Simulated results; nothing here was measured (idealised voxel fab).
You're looking at the process module voxel self aligned contacts.
Xsec cut, 180 nm wide, square cell size 5 nm.
Format of a cross-section: grid, square cells. Given as bands. Order: top down. Band: one or more rows of cells. Look at the band entry: it leads with the top's height and the bottom's height in nm. Then it lists the materials left to right, with a width in nm for each. The word "throughout" on a single material says that material fills the band edge to edge. The word "blank" is empty space. All heights in this document are referenced to 0, defined as the level beneath which the wafer, as received, consists entirely of one material. The lowest band is not bounded below; it extends indefinitely downward and is written in the form "0..down". Read "30..40" as a graded width: first number on top, second number at the bottom, same change between each pair of neighbouring rows. "remained the same" -> step changed no cross-section cell. For the entry "Fully sealed voids", the listed items are empty spaces with no open way to the top whose size is 8 cells or more; each item follows the pattern width x height at distance, where distance is from the left edge and all three are in nm. The remark found on a step's line after its settings is issued by the simulator itself and pertains to that step. overlay nm: on a step with a mask, how far right of its planned place the mask lay; negative means left.

[Steps planned for the process]
| 1 | op RECEIVE | material Si |
| 2 | op CONFORMAL_DEP | material SiO2 | thk nm 5 |
| 3 | op DIRECTIONAL_DEP | material polySi | thk nm 30 |
| 4 | op DIRECTIONAL_DEP | material SiN | thk nm 20 |
| 5 | op MASKED_ETCH | tone cover | mask id GATE | width nm 30 | pitch nm 65 | etch materials SiN | depth nm 20 | overlay nm 0 |
| 6 | op MASKED_ETCH | tone cover | mask id GATE | width nm 30 | pitch nm 65 | etch materials polySi | depth nm 30 | overlay nm 0 |
| 7 | op CONFORMAL_DEP | material SiN | thk nm 10 |
| 8 | op DIRECTIONAL_ETCH | etch materials SiN | depth nm 10 |
| 9 | op FILL_DEP | material SiO2 | thk nm 15 |
| 10 | op CMP | height nm 65 |
| 11 | op PATTERN | tone open | mask id CONTACT | material resist | width nm 45 | thk nm 20 | overlay nm 0 |
| 12 | op DIRECTIONAL_ETCH | etch materials SiO2 | depth nm 65 |
| 13 | op STRIP | etch materials resist |
| 14 | op CONFORMAL_DEP | material TiN | thk nm 5 |
| 15 | op FILL_DEP | material Ru | thk nm 10 |
| 16 | op CMP | height nm 65 |
| 17 | op CONFORMAL_DEP | material SiN | thk nm 5 |

[Cross-sectional view of the wafer in its as-received condition, corresponding to the state after step 1]
> 0..down = Si throughout
> Fully sealed voids: none

[Final cross-section, module run with one mistake (start and plan as above)]
> 70..65 = SiN throughout
> 65..55 = 65 SiO2, 5..20 TiN, 35..5 Ru, 5..20 TiN, 70 SiO2
> 55..40 = 30 SiO2, 50 SiN, 5 TiN, 5 Ru, 5 TiN, 50 SiN, 35 SiO2
> 40..35 = 30 SiO2, 50 SiN, 15 TiN, 50 SiN, 35 SiO2
> 35..5 = Ru throughout
> 5..0 = SiO2 throughout
> 0..down = Si throughout
> Fully sealed voids: none
Which mistake was made when the wafer was run? rather than as planned, step 3 actually ran as op DIRECTIONAL_DEP | material Ru | thk nm 30
